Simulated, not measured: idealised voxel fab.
You're looking at the process module voxel ribs on slabs.
Section cut is 290 nm wide and gridded with 5 nm square cells.
Square cells in a grid make up a cross-section in this document, and the grid is given as bands, listed from the top down, each one or more rows of cells. A band entry consists of two parts. The first gives the height of the band's top and the height of its bottom, in nm. The rest lists the band's materials from left to right, each with its width in nm. A single material labelled with the word "everywhere" fills the band from edge to edge, and the word "blank" marks empty space. Convention: height 0 is the level below which the wafer, as received, is all one material. The lowest band does not terminate at the bottom but continues downward, represented as "z 0 and below". Per-row width for "30..40": begins at first number (top row of band), ends at second number (bottom row), increment between rows held constant. "no change" (step): cross-section cells unchanged, all of them. The list in "Sealed voids" covers empty spaces of 8 cells or more that cannot reach the top through any open way, and it gives each as width x height at distance; the distance is from the left edge, and width, height and distance are in nm. It should be noted that, on the line of a given step, the content following the step's settings is a remark produced by the simulator itself with respect to that step. overlay nm: on a step with a mask, how far right of its planned place the mask lay; negative means left.
Process steps (planned):
- 1: RECEIVE | material Si
- 2: DIRECTIONAL_DEP | material SiO2 | thk nm 25
- 3: DIRECTIONAL_DEP | material SiN | thk nm 20
- 4: PATTERN | tone cover | mask id RIB | material resist | width nm 30 | thk nm 15 | overlay nm 0
- 5: DIRECTIONAL_ETCH | etch materials SiN | depth nm 10
- 6: STRIP | etch materials resist
- 7: DIRECTIONAL_DEP | material aC | thk nm 15
- 8: PATTERN | tone cover | mask id SLAB | material resist | width nm 60 | thk nm 30 | overlay nm 0
- 9: DIRECTIONAL_ETCH | etch materials aC | depth nm 15
- 10: STRIP | etch materials resist
- 11: DIRECTIONAL_ETCH | etch materials SiN | depth nm 10
- 12: STRIP | etch materials aC
- 13: FILL_DEP | material SiO2 | thk nm 25
- 14: CMP | height nm 65
- 15: DIRECTIONAL_DEP | material TiN | thk nm 5
- 16: PATTERN | tone cover | mask id HEATER | material resist | width nm 40 | thk nm 15 | overlay nm 0
- 17: DIRECTIONAL_ETCH | etch materials TiN | depth nm 5
- 18: STRIP | etch materials resist
- 19: CONFORMAL_DEP | material SiO2 | thk nm 5
Wafer at receipt (post step 1), cross-section:
	z 0 and below  Si everywhere
	Sealed voids: none
The plan above was carried out on the starting structure above with one mistake, and this cross-section shows the wafer at the end of the module:
	z 75 to 70  120 blank; 50 SiO2; 120 blank
	z 70 to 65  125 SiO2; 40 TiN; 125 SiO2
	z 65 to 55  SiO2 everywhere
	z 55 to 45  130 SiO2; 30 SiN; 130 SiO2
	z 45 to 35  115 SiO2; 60 SiN; 115 SiO2
	z 35 to 25  SiN everywhere
	z 25 to 0  SiO2 everywhere
	z 0 and below  Si everywhere
	Sealed voids: none
So what did we get wrong on this run? step 3 ran as: DIRECTIONAL_DEP | material SiN | thk nm 30
